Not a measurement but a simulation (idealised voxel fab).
Presented below is a process module, voxel lift off.
The cross-section shown here is cut; it is 140 nm wide and divided into square cells measuring 5 nm on a side.
Each cross-section below is a grid of square cells, stated as bands in top-down order, with one or more rows of cells making up each band.
The band entry comprises the height of the band's top followed by the height of its bottom, expressed in nm, and subsequently the band's materials from left to right, each stated together with its width in nm. Where a single material is marked with the word "everywhere", that material fills the band from edge to edge. The word "air" represents empty space.
Beneath 0, the wafer as received is one material, and that level is where height counting begins. The lowest band goes on downward without a bottom; it is written like "z 0 and below".
Note: "30..40" means the width goes from the first number (top row of the band) to the second number (bottom row) in equal steps per row of cells.
"identical to before" means the step left every cell of the cross-section as it was.
Any empty space of 8 cells or more lacking an open way to the top shows up in "Internal closed voids" as width x height at distance, distance from the left edge, in nm.
That trailing text on a step's line, after the settings, is the simulator's own remark on the step.
Regarding "overlay nm": on a step with a mask, it is the distance the mask lay to the right of its planned place; a negative value places it to the left.

Process steps (planned):
- 1: RECEIVE [material Si]
- 2: CONFORMAL_DEP [material Al2O3] [thk nm 10]
- 3: PATTERN [tone open] [mask id LINES] [material resist] [width nm 20] [pitch nm 35] [thk nm 25] [overlay nm -15]
- 4: DIRECTIONAL_DEP [material Ru] [thk nm 10]
- 5: STRIP [etch materials resist]
- 6: CONFORMAL_DEP [material SiCN] [thk nm 10]
Same starting wafers, different overlay nm at step 3. Plan value belongs to the first wafer.

First of several wafers (as received, post step 1), cross-sectional view:
z 0 and below = Si everywhere
Internal closed voids: none

Note: the following table is arranged by wafer, a row apiece. Each row reports the end-of-module state: per material, cells gained (+) or cells lost (-) compared with the wafer as received; closed voids follow:
overlay nm -15 | +56 Al2O3 | +16 Ru | +70 SiCN | Internal closed voids: none
overlay nm -10 | +56 Al2O3 | +16 Ru | +70 SiCN | Internal closed voids: none
overlay nm -5 | +56 Al2O3 | +16 Ru | +70 SiCN | Internal closed voids: none
overlay nm 0 | +56 Al2O3 | +16 Ru | +70 SiCN | Internal closed voids: none
overlay nm 5 | +56 Al2O3 | +16 Ru | +70 SiCN | Internal closed voids: none
overlay nm 10 | +56 Al2O3 | +16 Ru | +70 SiCN | Internal closed voids: none
overlay nm 15 | +56 Al2O3 | +16 Ru | +70 SiCN | Internal closed voids: none
